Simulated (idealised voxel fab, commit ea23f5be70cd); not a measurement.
voxel wiring stack: a process module
Displayed cross-section: cut, width of 235 nm, square cells sized 5 nm.
A cross-section is written here as square cells arranged in a grid, and it is given in bands from the top down, each band taking up one or more rows of cells.
Top height, bottom height, nm. Materials left to right, width each, nm. Single material + "edge to edge" = fills band edge to edge. "air" = empty.
Basically, 0 is our baseline, since under it the wafer straight out of the box is all one material. The bottom band has no lower end and keeps on going down, so it looks like "0..down".
Width: "30..40" (first number = top row, second number = bottom row, same change from row to row of cells).
What does "nothing altered" mean for a step? It means no cell of the cross-section changed in that step.
Enclosed voids (no open way to top), threshold 8 cells or more, entry "Cavities, sealed", notation width x height at distance, distance from left edge, nm.
Anything after a step's settings on that line? It's the simulator's own note about the step.
When a step includes a mask, the "overlay nm" setting on its line states how far to the right of its planned place that mask lay, and negative values state how far to the left.
Process steps foreseen in the plan
1: RECEIVE (material Si)
2: CONFORMAL_DEP (material SiO2; thk nm 10)
3: DIRECTIONAL_DEP (material TiN; thk nm 5)
4: DIRECTIONAL_DEP (material W; thk nm 20)
5: PATTERN (tone cover; mask id METAL_1; material resist; width nm 30; pitch nm 45; thk nm 20; overlay nm 0)
6: DIRECTIONAL_ETCH (etch materials W; depth nm 20)
7: DIRECTIONAL_ETCH (etch materials TiN; depth nm 5)
8: STRIP (etch materials resist)
9: FILL_DEP (material lowk; thk nm 5)
10: CMP (height nm 35)
11: CONFORMAL_DEP (material SiCN; thk nm 5)
12: DIRECTIONAL_DEP (material SiO2; thk nm 20)
13: DIRECTIONAL_DEP (material aC; thk nm 15)
14: PATTERN (tone open; mask id PLUG_1; material resist; width nm 15; pitch nm 45; thk nm 35; overlay nm 0)
15: DIRECTIONAL_ETCH (etch materials aC; depth nm 15)
16: STRIP (etch materials resist)
17: DIRECTIONAL_ETCH (etch materials SiO2; depth nm 20)
18: DIRECTIONAL_ETCH (etch materials SiCN; depth nm 5)
19: STRIP (etch materials aC)
20: CONFORMAL_DEP (material TiN; thk nm 5)
21: FILL_DEP (material W; thk nm 10)
22: CMP (height nm 60)
23: CONFORMAL_DEP (material SiCN; thk nm 5)
24: DIRECTIONAL_DEP (material lowk; thk nm 20)
25: PATTERN (tone open; mask id METAL_2; material resist; width nm 30; pitch nm 45; thk nm 15; overlay nm 0)
26: DIRECTIONAL_ETCH (etch materials lowk; depth nm 20)
27: DIRECTIONAL_ETCH (etch materials SiCN; depth nm 5)
28: STRIP (etch materials resist)
29: CONFORMAL_DEP (material TiN; thk nm 5)
30: FILL_DEP (material Cu; thk nm 5)
31: CMP (height nm 85)
32: CONFORMAL_DEP (material SiCN; thk nm 5)
33: DIRECTIONAL_DEP (material SiO2; thk nm 30)
34: PATTERN (tone open; mask id METAL_3; material resist; width nm 30; pitch nm 45; thk nm 15; overlay nm 0)
35: DIRECTIONAL_ETCH (etch materials SiO2; depth nm 20)
36: STRIP (etch materials resist)
37: PATTERN (tone open; mask id METAL_3_HOLES; material resist; width nm 15; pitch nm 90; thk nm 20; overlay nm 0)
38: DIRECTIONAL_ETCH (etch materials SiO2; depth nm 10)
39: DIRECTIONAL_ETCH (etch materials SiCN; depth nm 5)
40: STRIP (etch materials resist)
41: CONFORMAL_DEP (material TiN; thk nm 5)
42: FILL_DEP (material Cu; thk nm 5)
43: CMP (height nm 120)
44: CONFORMAL_DEP (material SiCN; thk nm 5)
45: DIRECTIONAL_DEP (material lowk; thk nm 30)
46: PATTERN (tone open; mask id METAL_4; material resist; width nm 30; pitch nm 45; thk nm 20; overlay nm 0)
47: DIRECTIONAL_ETCH (etch materials lowk; depth nm 15)
48: STRIP (etch materials resist)
49: MASKED_ETCH (tone open; mask id METAL_4_HOLES; width nm 15; pitch nm 45; etch materials lowk; depth nm 15; overlay nm 0)
50: MASKED_ETCH (tone open; mask id METAL_4_HOLES; width nm 15; pitch nm 45; etch materials SiCN; depth nm 5; overlay nm 0)
51: CONFORMAL_DEP (material TiN; thk nm 5)
52: FILL_DEP (material Cu; thk nm 10)
53: CMP (height nm 155)
54: CONFORMAL_DEP (material SiN; thk nm 5)
Cross-section of the wafer at receipt, which is the condition after step 1
- 0..down  Si edge to edge
- Cavities, sealed: none
The plan above was carried out on the starting structure above with one mistake, and this cross-section shows the wafer at the end of the module
- 160..155  SiN edge to edge
- 155..145  55 nm lowk | 5 nm TiN | 20 nm Cu | 5 nm TiN | 15 nm lowk | 5 nm TiN | 20 nm Cu | 5 nm TiN | 15 nm lowk | 5 nm TiN | 20 nm Cu | 5 nm TiN | 60 nm lowk
- 145..140  55 nm lowk | 5 nm TiN | 5 nm Cu | 20 nm TiN | 15 nm lowk | 5 nm TiN | 5 nm Cu | 20 nm TiN | 15 nm lowk | 5 nm TiN | 5 nm Cu | 20 nm TiN | 60 nm lowk
- 140..125  55 nm lowk | 5 nm TiN | 5 nm Cu | 5 nm TiN | 30 nm lowk | 5 nm TiN | 5 nm Cu | 5 nm TiN | 30 nm lowk | 5 nm TiN | 5 nm Cu | 5 nm TiN | 75 nm lowk
- 125..120  55 nm SiCN | 15 nm TiN | 30 nm SiCN | 15 nm TiN | 30 nm SiCN | 15 nm TiN | 75 nm SiCN
- 120..105  55 nm SiO2 | 5 nm TiN | 20 nm Cu | 5 nm TiN | 15 nm SiO2 | 5 nm TiN | 20 nm Cu | 5 nm TiN | 15 nm SiO2 | 5 nm TiN | 20 nm Cu | 5 nm TiN | 60 nm SiO2
- 105..100  55 nm SiO2 | 5 nm TiN | 5 nm Cu | 20 nm TiN | 15 nm SiO2 | 30 nm TiN | 15 nm SiO2 | 5 nm TiN | 5 nm Cu | 20 nm TiN | 60 nm SiO2
- 100..90  55 nm SiO2 | 5 nm TiN | 5 nm Cu | 5 nm TiN | 75 nm SiO2 | 5 nm TiN | 5 nm Cu | 5 nm TiN | 75 nm SiO2
- 90..85  55 nm SiCN | 15 nm TiN | 75 nm SiCN | 15 nm TiN | 75 nm SiCN
- 85..80  Cu edge to edge
- 80..75  60 nm TiN | 20 nm Cu | 25 nm TiN | 20 nm Cu | 25 nm TiN | 20 nm Cu | 65 nm TiN
- 75..55  55 nm lowk | 5 nm TiN | 20 nm Cu | 5 nm TiN | 15 nm lowk | 5 nm TiN | 20 nm Cu | 5 nm TiN | 15 nm lowk | 5 nm TiN | 20 nm Cu | 5 nm TiN | 60 nm lowk
- 55..50  55 nm SiCN | 30 nm TiN | 15 nm SiCN | 30 nm TiN | 15 nm SiCN | 30 nm TiN | 60 nm SiCN
- 50..40  55 nm SiO2 | 5 nm TiN | 5 nm W | 5 nm TiN | 30 nm SiO2 | 5 nm TiN | 5 nm W | 5 nm TiN | 30 nm SiO2 | 5 nm TiN | 5 nm W | 5 nm TiN | 75 nm SiO2
- 40..35  55 nm SiCN | 15 nm TiN | 30 nm SiCN | 15 nm TiN | 30 nm SiCN | 15 nm TiN | 75 nm SiCN
- 35..15  55 nm lowk | 30 nm W | 15 nm lowk | 30 nm W | 15 nm lowk | 30 nm W | 60 nm lowk
- 15..10  55 nm lowk | 30 nm TiN | 15 nm lowk | 30 nm TiN | 15 nm lowk | 30 nm TiN | 60 nm lowk
- 10..0  SiO2 edge to edge
- 0..down  Si edge to edge
- Cavities, sealed: none
Against the plan, the run slipped here: step 22, actual vs plan mismatch, actual run CMP (height nm 50)
